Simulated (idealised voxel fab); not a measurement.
You're looking at the process module voxel lift off.
For reference, the cross-section in this document is cut, with width 215 nm and square cells of 5 nm.
Cross-section layout: square cells on a grid; listed as bands, top to bottom; a band spans one or more cell rows. Each band's line starts with the height of the band's top and of its bottom, in nm. Then come its materials from left to right, each with its width in nm. One material with "edge to edge" fills the band from edge to edge. "blank" is empty space. Basically, 0 is our baseline, since under it the wafer straight out of the box is all one material. The bottom band has no lower end and keeps on going down, so it looks like "0..down". It should be noted that a width expressed as "30 to 40" varies in equal increments from row to row of cells within the band, taking the value of the first number at the top row and that of the second number at the bottom row. Any step labelled "remains unaltered" changed none of the cells in the cross-section. "Sealed voids" contains a list of empty spaces, each no smaller than 8 cells and without an open way to the top, written in the form width x height at distance with the distance from the left edge and all three in nm. after a step's settings: what the simulator itself notes on the step. For masked steps, "overlay nm" on the step line gives how far right of plan the mask actually lay; a minus sign means it lay to the left.
The planned process steps are enumerated hereunder
step 1: op RECEIVE | material Si
step 2: op CONFORMAL_DEP | material Al2O3 | thk nm 5
step 3: op PATTERN | tone open | mask id LINES | material resist | width nm 25 | pitch nm 40 | thk nm 20 | overlay nm 0
step 4: op DIRECTIONAL_DEP | material Ru | thk nm 10
step 5: op STRIP | etch materials resist
step 6: op CONFORMAL_DEP | material SiCN | thk nm 5
Across this set of wafers, the varied parameter is the thk nm of step 2. Starting conditions are identical for every wafer, and the plan reports the value assigned to the first wafer.
Step 1 complete: as-received cross-section of the first of several wafers
- 0..down  Si edge to edge
- Sealed voids: none
Row per wafer, end-of-module: cell gain (+)/loss (-) by material since the wafer came in, then closed voids
thk nm 5, +43 Al2O3, +40 Ru, +59 SiCN, Sealed voids: none
thk nm 10, +86 Al2O3, +40 Ru, +59 SiCN, Sealed voids: none
thk nm 15, +129 Al2O3, +40 Ru, +59 SiCN, Sealed voids: none
thk nm 20, +172 Al2O3, +40 Ru, +59 SiCN, Sealed voids: none
